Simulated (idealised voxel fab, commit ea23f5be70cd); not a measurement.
Documented hereafter: the process module known as voxel self aligned contacts.
Cross-section cut spans 175 nm and uses square cells 5 nm in size.
Cross-section format: a grid of square cells, given as bands from top to bottom; each band is one or more rows of cells. Band entry format. Leading values: height of top, height of bottom, nm. Remainder: materials in left-to-right order, each with its width in nm. Special words: "full width" on a single material, which then fills the band edge to edge; "blank", empty space. We count height from 0. Below that, the starting wafer is all one material. The lowest band never ends at the bottom but goes on down; see "z 0 and below" for how that is written. A width given as "30 to 40" starts at the first number in the band's top row and ends at the second number in its bottom row, shifting by an equal amount at every step from row to row. Any step labelled "changes: none" changed none of the cells in the cross-section. "Enclosed void inventory" specifies each empty space that is not open to the top and that occupies no fewer than 8 cells, using the form width x height at distance, the distance measured from the left edge and all three quantities in nm. Heads up: the bit after the settings on a step's line is the simulator's remark on that step. overlay nm: right-of-plan distance of the mask on a masked step; negative values mean left-of-plan. Below you will find pairs of cross-sections. In each, one shows the wafer before one process step and the other after it, with the after view ending at the lowest band that changed. Under each pair is the step separating them, along with its settings. Do not assume the pairs form a chain: they can come from different runs of this module on the same starting wafer, and a pair continues from the pair above it only when its "Pre-step profile" entry says so.

Pre-step profile
	z 55 to 45 = 65 SiO2, then 40 blank, then 70 SiO2
	z 45 to 30 = 40 SiO2, then 40 SiN, then 20 blank, then 40 SiN, then 35 SiO2
	z 30 to 5 = 40 SiO2, then 5 SiN, then 30 polySi, then 5 SiN, then 20 blank, then 5 SiN, then 30 polySi, then 5 SiN, then 35 SiO2
	z 5 to 0 = 80 SiO2, then 20 blank, then 75 SiO2
	z 0 and below = Si full width
	Enclosed void inventory: none

As Processed
	z 60 to 55 = 70 TiN, then 30 blank, then 75 TiN
	z 55 to 45 = 65 SiO2, then 5 to 20 TiN, then 30 to 10 blank, then 5 to 10 TiN, then 70 SiO2
	z 45 to 30 = 40 SiO2, then 40 SiN, then 5 TiN, then 10 blank, then 5 TiN, then 40 SiN, then 35 SiO2
	z 30 to 5 = 40 SiO2, then 5 SiN, then 30 polySi, then 5 SiN, then 5 TiN, then 10 blank, then 5 TiN, then 5 SiN, then 30 polySi, then 5 SiN, then 35 SiO2
	z 5 to 0 = 80 SiO2, then 20 TiN, then 75 SiO2
	Beneath the level 0, the cross-section is identical to its previous state.
	Enclosed void inventory: none
Going from the before section above to the after section, the step was CONFORMAL_DEP, material TiN, thk nm 5

Pre-step profile: The cross-section prior to this step is the one presented after the step of the pair immediately above.

As Processed
	z 65 to 60 = Ru full width
	z 60 to 55 = 70 TiN, then 30 Ru, then 75 TiN
	z 55 to 45 = 65 SiO2, then 5 to 20 TiN, then 30 to 10 Ru, then 5 to 10 TiN, then 70 SiO2
	z 45 to 30 = 40 SiO2, then 40 SiN, then 5 TiN, then 10 Ru, then 5 TiN, then 40 SiN, then 35 SiO2
	z 30 to 5 = 40 SiO2, then 5 SiN, then 30 polySi, then 5 SiN, then 5 TiN, then 10 Ru, then 5 TiN, then 5 SiN, then 30 polySi, then 5 SiN, then 35 SiO2
	Beneath the level 5, the cross-section is identical to its previous state.
	Enclosed void inventory: none
Going from the before section above to the after section, the step was FILL_DEP, material Ru, thk nm 5

Pre-step profile: The cross-section prior to this step is the one presented after the step of the pair immediately above.

As Processed
	z 55 to 45 = 65 SiO2, then 5 to 20 TiN, then 30 to 10 Ru, then 5 to 10 TiN, then 70 SiO2
	Beneath the level 45, the cross-section is identical to its previous state.
	Enclosed void inventory: none
Going from the before section above to the after section, the step was CMP, height nm 55

Pre-step profile: The cross-section prior to this step is the one presented after the step of the pair immediately above.

As Processed
	z 60 to 55 = SiCN full width
	Beneath the level 55, the cross-section is identical to its previous state.
	Enclosed void inventory: none
Going from the before section above to the after section, the step was CONFORMAL_DEP, material SiCN, thk nm 5

Pre-step profile
	z 45 to 30 = SiN full width
	z 30 to 5 = polySi full width
	z 5 to 0 = SiO2 full width
	z 0 and below = Si full width
	Enclosed void inventory: none

As Processed
	z 55 to 45 = SiCN full width
	Beneath the level 45, the cross-section is identical to its previous state.
	Enclosed void inventory: none
Going from the before section above to the after section, the step was DIRECTIONAL_DEP, material SiCN, thk nm 10

Pre-step profile: The cross-section prior to this step is the one presented after the step of the pair immediately above.

As Processed
	z 85 to 55 = 40 blank, then 30 resist, then 30 blank, then 30 resist, then 45 blank
	Beneath the level 55, the cross-section is identical to its previous state.
	Enclosed void inventory: none
Going from the before section above to the after section, the step was PATTERN, tone cover, mask id GATE, material resist, width nm 30, pitch nm 60, thk nm 30, overlay nm 0

Pre-step profile: The cross-section prior to this step is the one presented after the step of the pair immediately above.

As Processed
	z 75 to 55 = 40 blank, then 30 resist, then 30 blank, then 30 resist, then 45 blank
	Beneath the level 55, the cross-section is identical to its previous state.
	Enclosed void inventory: none
Going from the before section above to the after section, the step was DIRECTIONAL_ETCH, etch materials aC, depth nm 10

Pre-step profile: The cross-section prior to this step is the one presented after the step of the pair immediately above.

As Processed
	z 55 to 45 = SiCN full width
	Beneath the level 45, the cross-section is identical to its previous state.
	Enclosed void inventory: none
Going from the before section above to the after section, the step was STRIP, etch materials resist

Pre-step profile: The cross-section prior to this step is the one presented after the step of the pair immediately above.

As Processed
	z 60 to 55 = SiN full width
	Beneath the level 55, the cross-section is identical to its previous state.
	Enclosed void inventory: none
Going from the before section above to the after section, the step was CONFORMAL_DEP, material SiN, thk nm 5

Pre-step profile: The cross-section prior to this step is the one presented after the step of the pair immediately above.

As Processed
	z 55 to 45 = SiCN full width
	Beneath the level 45, the cross-section is identical to its previous state.
	Enclosed void inventory: none
Going from the before section above to the after section, the step was DIRECTIONAL_ETCH, etch materials SiN, depth nm 5

Pre-step profile: The cross-section prior to this step is the one presented after the step of the pair immediately above.

As Processed
	z 70 to 55 = SiO2 full width
	Beneath the level 55, the cross-section is identical to its previous state.
	Enclosed void inventory: none
Going from the before section above to the after section, the step was FILL_DEP, material SiO2, thk nm 15

Pre-step profile: The cross-section prior to this step is the one presented after the step of the pair immediately above.

As Processed
	z 55 to 45 = SiCN full width
	Beneath the level 45, the cross-section is identical to its previous state.
	Enclosed void inventory: none
Going from the before section above to the after section, the step was CMP, height nm 55

Pre-step profile: The cross-section prior to this step is the one presented after the step of the pair immediately above.

As Processed
	z 65 to 55 = aC full width
	Beneath the level 55, the cross-section is identical to its previous state.
	Enclosed void inventory: none
Going from the before section above to the after section, the step was DIRECTIONAL_DEP, material aC, thk nm 10

Pre-step profile: The cross-section prior to this step is the one presented after the step of the pair immediately above.

As Processed
	z 95 to 65 = 65 resist, then 40 blank, then 70 resist
	Beneath the level 65, the cross-section is identical to its previous state.
	Enclosed void inventory: none
Going from the before section above to the after section, the step was PATTERN, tone open, mask id CONTACT, material resist, width nm 40, thk nm 30, overlay nm 0

Pre-step profile: The cross-section prior to this step is the one presented after the step of the pair immediately above.

As Processed
	z 85 to 65 = 65 resist, then 40 blank, then 70 resist
	z 65 to 55 = 65 aC, then 40 blank, then 70 aC
	Beneath the level 55, the cross-section is identical to its previous state.
	Enclosed void inventory: none
Going from the before section above to the after section, the step was DIRECTIONAL_ETCH, etch materials aC, depth nm 10

Pre-step profile: The cross-section prior to this step is the one presented after the step of the pair immediately above.

As Processed
	z 65 to 55 = 65 aC, then 40 blank, then 70 aC
	Beneath the level 55, the cross-section is identical to its previous state.
	Enclosed void inventory: none
Going from the before section above to the after section, the step was STRIP, etch materials resist

Pre-step profile: The cross-section prior to this step is the one presented after the step of the pair immediately above.

As Processed
	z 55 to 45 = SiCN full width
	Beneath the level 45, the cross-section is identical to its previous state.
	Enclosed void inventory: none
Going from the before section above to the after section, the step was STRIP, etch materials aC

Pre-step profile: The cross-section prior to this step is the one presented after the step of the pair immediately above.

As Processed
	z 60 to 55 = TiN full width
	Beneath the level 55, the cross-section is identical to its previous state.
	Enclosed void inventory: none
Going from the before section above to the after section, the step was CONFORMAL_DEP, material TiN, thk nm 5

Pre-step profile: The cross-section prior to this step is the one presented after the step of the pair immediately above.

As Processed
	z 65 to 60 = Ru full width
	Beneath the level 60, the cross-section is identical to its previous state.
	Enclosed void inventory: none
Going from the before section above to the after section, the step was FILL_DEP, material Ru, thk nm 5

Pre-step profile: The cross-section prior to this step is the one presented after the step of the pair immediately above.

As Processed
	z 55 to 45 = SiCN full width
	Beneath the level 45, the cross-section is identical to its previous state.
	Enclosed void inventory: none
Going from the before section above to the after section, the step was CMP, height nm 55

Pre-step profile: The cross-section prior to this step is the one presented after the step of the pair immediately above.

As Processed
	z 60 to 45 = SiCN full width
	Beneath the level 45, the cross-section is identical to its previous state.
	Enclosed void inventory: none
Going from the before section above to the after section, the step was CONFORMAL_DEP, material SiCN, thk nm 5

Pre-step profile
	z 65 to 55 = aC full width
	z 55 to 45 = SiO2 full width
	z 45 to 30 = 35 SiO2, then 40 SiN, then 20 SiO2, then 40 SiN, then 40 SiO2
	z 30 to 5 = 35 SiO2, then 5 SiN, then 30 polySi, then 5 SiN, then 20 SiO2, then 5 SiN, then 30 polySi, then 5 SiN, then 40 SiO2
	z 5 to 0 = SiO2 full width
	z 0 and below = Si full width
	Enclosed void inventory: none

As Processed
	z 95 to 65 = 65 blank, then 40 resist, then 70 blank
	Beneath the level 65, the cross-section is identical to its previous state.
	Enclosed void inventory: none
Going from the before section above to the after section, the step was PATTERN, tone cover, mask id CONTACT, material resist, width nm 40, thk nm 30, overlay nm 0

Pre-step profile: The cross-section prior to this step is the one presented after the step of the pair immediately above.

As Processed
	z 85 to 65 = 65 blank, then 40 resist, then 70 blank
	z 65 to 55 = 65 blank, then 40 aC, then 70 blank
	Beneath the level 55, the cross-section is identical to its previous state.
	Enclosed void inventory: none
Going from the before section above to the after section, the step was DIRECTIONAL_ETCH, etch materials aC, depth nm 10

Pre-step profile: The cross-section prior to this step is the one presented after the step of the pair immediately above.

As Processed
	z 65 to 55 = 65 blank, then 40 aC, then 70 blank
	Beneath the level 55, the cross-section is identical to its previous state.
	Enclosed void inventory: none
Going from the before section above to the after section, the step was STRIP, etch materials resist

Pre-step profile: The cross-section prior to this step is the one presented after the step of the pair immediately above.

As Processed
	z 65 to 55 = 65 blank, then 40 aC, then 70 blank
	z 55 to 45 = 65 blank, then 40 SiO2, then 70 blank
	z 45 to 30 = 35 blank, then 40 SiN, then 20 SiO2, then 40 SiN, then 40 blank
	z 30 to 5 = 35 blank, then 5 SiN, then 30 polySi, then 5 SiN, then 20 SiO2, then 5 SiN, then 30 polySi, then 5 SiN, then 40 blank
	z 5 to 0 = 35 blank, then 100 SiO2, then 40 blank
	Beneath the level 0, the cross-section is identical to its previous state.
	Enclosed void inventory: none
Going from the before section above to the after section, the step was DIRECTIONAL_ETCH, etch materials SiO2, depth nm 55

Pre-step profile: The cross-section prior to this step is the one presented after the step of the pair immediately above.

As Processed
	z 55 to 45 = 65 blank, then 40 SiO2, then 70 blank
	Beneath the level 45, the cross-section is identical to its previous state.
	Enclosed void inventory: none
Going from the before section above to the after section, the step was STRIP, etch materials aC

Pre-step profile: The cross-section prior to this step is the one presented after the step of the pair immediately above.

As Processed
	z 60 to 55 = 60 blank, then 50 TiN, then 65 blank
	z 55 to 45 = 60 to 30 blank, then 5 to 35 TiN, then 40 SiO2, then 5 to 35 TiN, then 65 to 35 blank
	z 45 to 30 = 30 blank, then 5 TiN, then 40 SiN, then 20 SiO2, then 40 SiN, then 5 TiN, then 35 blank
	z 30 to 5 = 30 blank, then 5 TiN, then 5 SiN, then 30 polySi, then 5 SiN, then 20 SiO2, then 5 SiN, then 30 polySi, then 5 SiN, then 5 TiN, then 35 blank
	z 5 to 0 = 35 TiN, then 100 SiO2, then 40 TiN
	Beneath the level 0, the cross-section is identical to its previous state.
	Enclosed void inventory: none
Going from the before section above to the after section, the step was CONFORMAL_DEP, material TiN, thk nm 5

Pre-step profile: The cross-section prior to this step is the one presented after the step of the pair immediately above.

As Processed
	z 65 to 60 = Ru full width
	z 60 to 55 = 60 Ru, then 50 TiN, then 65 Ru
	z 55 to 45 = 60 to 30 Ru, then 5 to 35 TiN, then 40 SiO2, then 5 to 35 TiN, then 65 to 35 Ru
	z 45 to 30 = 30 Ru, then 5 TiN, then 40 SiN, then 20 SiO2, then 40 SiN, then 5 TiN, then 35 Ru
	z 30 to 5 = 30 Ru, then 5 TiN, then 5 SiN, then 30 polySi, then 5 SiN, then 20 SiO2, then 5 SiN, then 30 polySi, then 5 SiN, then 5 TiN, then 35 Ru
	Beneath the level 5, the cross-section is identical to its previous state.
	Enclosed void inventory: none
Going from the before section above to the after section, the step was FILL_DEP, material Ru, thk nm 5

Pre-step profile: The cross-section prior to this step is the one presented after the step of the pair immediately above.

As Processed
	z 55 to 45 = 60 to 30 Ru, then 5 to 35 TiN, then 40 SiO2, then 5 to 35 TiN, then 65 to 35 Ru
	Beneath the level 45, the cross-section is identical to its previous state.
	Enclosed void inventory: none
Going from the before section above to the after section, the step was CMP, height nm 55

Pre-step profile: The cross-section prior to this step is the one presented after the step of the pair immediately above.

As Processed
	z 60 to 55 = SiCN full width
	Beneath the level 55, the cross-section is identical to its previous state.
	Enclosed void inventory: none
Going from the before section above to the after section, the step was CONFORMAL_DEP, material SiCN, thk nm 5
